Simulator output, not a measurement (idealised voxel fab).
Module name: voxel air gaps (process module)
The width of the displayed cross-section, cut, is 155 nm; its cells are square, with a size of 5 nm.
For the purposes of this document, a cross-section shall be understood as a grid of square cells, specified as bands listed in top-to-bottom order, each band consisting of one or more rows of cells. Top height, bottom height, nm. Materials left to right, width each, nm. Single material + "throughout" = fills band edge to edge. "empty" = empty. Heads up on the height convention: 0 is the point under which the incoming wafer is all one material, and the lowest band has no bottom, it just keeps going down, like "0 down". Width: "30->40" (first number = top row, second number = bottom row, same change from row to row of cells). When a step is marked "no modifications", none of the cells in the cross-section changed during that step. Heads up: "Enclosed void list" only lists the empty pockets with no open path to the top that are 8 cells or more, and it writes them as width x height at distance, distance from the left edge, in nm. It should be noted that, on the line of a given step, the content following the step's settings is a remark produced by the simulator itself with respect to that step. overlay nm: for a step with a mask, the amount by which the mask lay right of where it was planned; a negative amount means left of it.

**The steps planned for the process are as follows**
step 1: RECEIVE (material Si)
step 2: CONFORMAL_DEP (material SiO2; thk nm 15)
step 3: CONFORMAL_DEP (material SiCN; thk nm 5)
step 4: DIRECTIONAL_DEP (material lowk; thk nm 40)
step 5: PATTERN (tone open; mask id LINES; material resist; width nm 15; pitch nm 40; thk nm 20; overlay nm 0)
step 6: DIRECTIONAL_ETCH (etch materials lowk; depth nm 40)
step 7: STRIP (etch materials resist)
step 8: CONFORMAL_DEP (material TiN; thk nm 5)
step 9: FILL_DEP (material W; thk nm 10)
step 10: CMP (height nm 60)
step 11: EPI (material Ru; thk nm 10)
step 12: SELECTIVE_ETCH (etch materials lowk; depth nm 50)
step 13: CONFORMAL_DEP (material SiCN; thk nm 5)

**The following pertains to the first of two wafers, which was processed as planned**

**As-received wafer cross-section (after step 1)**
	0 down = Si throughout
	Enclosed void list: none

**You're looking at a cross-section of the wafer after step 2**
	15 to 0 = SiO2 throughout
	Rest of section, below 0: as before.

**You're looking at a cross-section of the wafer after step 3**
	20 to 15 = SiCN throughout
	Rest of section, below 15: as before.

**You're looking at a cross-section of the wafer after step 4**
	60 to 20 = lowk throughout
	Rest of section, below 20: as before.

**You're looking at a cross-section of the wafer after step 5**
	80 to 60 = resist 30, empty 15, resist 25, empty 15, resist 25, empty 15, resist 30
	Rest of section, below 60: as before.

**You're looking at a cross-section of the wafer after step 6**
	80 to 60 = resist 30, empty 15, resist 25, empty 15, resist 25, empty 15, resist 30
	60 to 20 = lowk 30, empty 15, lowk 25, empty 15, lowk 25, empty 15, lowk 30
	Rest of section, below 20: as before.

**You're looking at a cross-section of the wafer after step 7**
	60 to 20 = lowk 30, empty 15, lowk 25, empty 15, lowk 25, empty 15, lowk 30
	Rest of section, below 20: as before.

**You're looking at a cross-section of the wafer after step 8**
	65 to 60 = TiN 35, empty 5, TiN 35, empty 5, TiN 35, empty 5, TiN 35
	60 to 25 = lowk 30, TiN 5, empty 5, TiN 5, lowk 25, TiN 5, empty 5, TiN 5, lowk 25, TiN 5, empty 5, TiN 5, lowk 30
	25 to 20 = lowk 30, TiN 15, lowk 25, TiN 15, lowk 25, TiN 15, lowk 30
	Rest of section, below 20: as before.

**You're looking at a cross-section of the wafer after step 9**
	75 to 65 = W throughout
	65 to 60 = TiN 35, W 5, TiN 35, W 5, TiN 35, W 5, TiN 35
	60 to 25 = lowk 30, TiN 5, W 5, TiN 5, lowk 25, TiN 5, W 5, TiN 5, lowk 25, TiN 5, W 5, TiN 5, lowk 30
	Rest of section, below 25: as before.

**You're looking at a cross-section of the wafer after step 10**
	60 to 25 = lowk 30, TiN 5, W 5, TiN 5, lowk 25, TiN 5, W 5, TiN 5, lowk 25, TiN 5, W 5, TiN 5, lowk 30
	Rest of section, below 25: as before.

**You're looking at a cross-section of the wafer after step 11**
	70 to 60 = empty 20, Ru 35, empty 5, Ru 35, empty 5, Ru 35, empty 20
	Rest of section, below 60: as before.

**You're looking at a cross-section of the wafer after step 12**
	70 to 60 = empty 20, Ru 35, empty 5, Ru 35, empty 5, Ru 35, empty 20
	60 to 25 = empty 30, TiN 5, W 5, TiN 5, empty 25, TiN 5, W 5, TiN 5, empty 25, TiN 5, W 5, TiN 5, empty 30
	25 to 20 = empty 30, TiN 15, empty 25, TiN 15, empty 25, TiN 15, empty 30
	Rest of section, below 20: as before.

**You're looking at a cross-section of the wafer after step 13**
	75 to 70 = empty 15, SiCN 125, empty 15
	70 to 60 = empty 15, SiCN 5, Ru 35, SiCN 5, Ru 35, SiCN 5, Ru 35, SiCN 5, empty 15
	60 to 55 = empty 15, SiCN 15, TiN 5, W 5, TiN 5, SiCN 25, TiN 5, W 5, TiN 5, SiCN 25, TiN 5, W 5, TiN 5, SiCN 15, empty 15
	55 to 25 = empty 25, SiCN 5, TiN 5, W 5, TiN 5, SiCN 5, empty 15, SiCN 5, TiN 5, W 5, TiN 5, SiCN 5, empty 15, SiCN 5, TiN 5, W 5, TiN 5, SiCN 5, empty 25
	25 to 20 = SiCN 30, TiN 15, SiCN 25, TiN 15, SiCN 25, TiN 15, SiCN 30
	Rest of section, below 20: as before.
	Enclosed void list: 15 x 30 at 50; 15 x 30 at 90

**Second wafer, same starting state and plan as the first, one mistake in the run, identical through step 3**

**Cross-section: second wafer, time at which step 4 was scheduled to end**
	60 to 20 = Ru throughout
	Rest of section, below 20: as before.

**Cross-section: second wafer, time at which step 5 was scheduled to end**
	80 to 60 = resist 30, empty 15, resist 25, empty 15, resist 25, empty 15, resist 30
	Rest of section, below 60: as before.

Cross-section: second wafer, time at which step 6 was scheduled to end: no modifications

**Cross-section: second wafer, time at which step 7 was scheduled to end**
	60 to 20 = Ru throughout
	Rest of section, below 20: as before.

**Cross-section: second wafer, time at which step 8 was scheduled to end**
	65 to 60 = TiN throughout
	Rest of section, below 60: as before.

**Cross-section: second wafer, time at which step 9 was scheduled to end**
	75 to 65 = W throughout
	Rest of section, below 65: as before.

**Cross-section: second wafer, time at which step 10 was scheduled to end**
	60 to 20 = Ru throughout
	Rest of section, below 20: as before.

**Cross-section: second wafer, time at which step 11 was scheduled to end**
	70 to 20 = Ru throughout
	Rest of section, below 20: as before.

Cross-section: second wafer, time at which step 12 was scheduled to end: no modifications

**Cross-section: second wafer, time at which step 13 was scheduled to end**
	75 to 70 = SiCN throughout
	Rest of section, below 70: as before.
what went wrong: step 4 went in with a setting other than planned; the actual run was DIRECTIONAL_DEP (material Ru; thk nm 40)
In the final state, the cell counts of the second wafer exceed or fall short of those of the first for the following materials: +268 Ru | -76 SiCN | -51 TiN | -21 W
In the final state there are 2 closed voids in the first wafer, compared with 0 in the second wafer.
